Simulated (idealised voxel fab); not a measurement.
The document below concerns the process module designated voxel fin reveal.
The width of the displayed cross-section, cut, is 300 nm; its cells are square, with a size of 5 nm.
A cross-section in this document is a grid of square cells, and it is written down as bands, the top band listed before the ones below it; a band is made up of one or more rows of cells.
Read a band's entry like this: the first values are the height of its top and the height of its bottom in nm, and what follows is the sequence of materials from left to right, each with its width in nm. Note that "air" is empty space, and that a single material marked "throughout" reaches across the band from edge to edge.
We count height from 0. Below that, the starting wafer is all one material. The lowest band never ends at the bottom but goes on down; see "0 down" for how that is written.
Width spec "30 to 40" -> top row of cells at first value, bottom row at second value, equal per-row change in between.
"nothing was modified" for a step: no cell of the cross-section changed in that step.
Empty spaces counting at least 8 cells and having no open way to the top are listed in "Voids lacking openings". The notation width x height at distance is used for each, the distance being from the left edge and all three values in nm.
On each step's line, the part that comes after the settings is the simulator's own comment on the step.
overlay nm: right-of-plan distance of the mask on a masked step; negative values mean left-of-plan.
### The process steps that were planned are listed below
1,RECEIVE with material Si
2,CONFORMAL_DEP with material SiN, thk nm 10
3,MASKED_ETCH with tone cover, mask id FINS, width nm 15, pitch nm 35, etch materials SiN, depth nm 10, overlay nm 0
4,MASKED_ETCH with tone cover, mask id FINS, width nm 15, pitch nm 35, etch materials Si, depth nm 30, overlay nm 0
5,OXIDIZE with depth nm 5
6,FILL_DEP with material SiO2, thk nm 10
7,CMP with height nm 10
8,SELECTIVE_ETCH with etch materials SiO2, depth nm 25
9,STRIP with etch materials SiN
### The cross-section here shows the wafer as received, i.e. in its state after step 1
- 0 down  Si throughout
- Voids lacking openings: none
### Post-module cross-section: identical start and plan to those above, one misstep in execution
- 0 to -15  air 95 / Si 5 / air 30 / Si 5 / air 30 / Si 5 / air 30 / Si 5 / air 95
- -15 to -65  SiO2 95 / Si 5 / SiO2 30 / Si 5 / SiO2 30 / Si 5 / SiO2 30 / Si 5 / SiO2 95
- -65 down  Si throughout
- Voids lacking openings: none
Finding, execution versus plan: step 4 of the plan was executed twice over
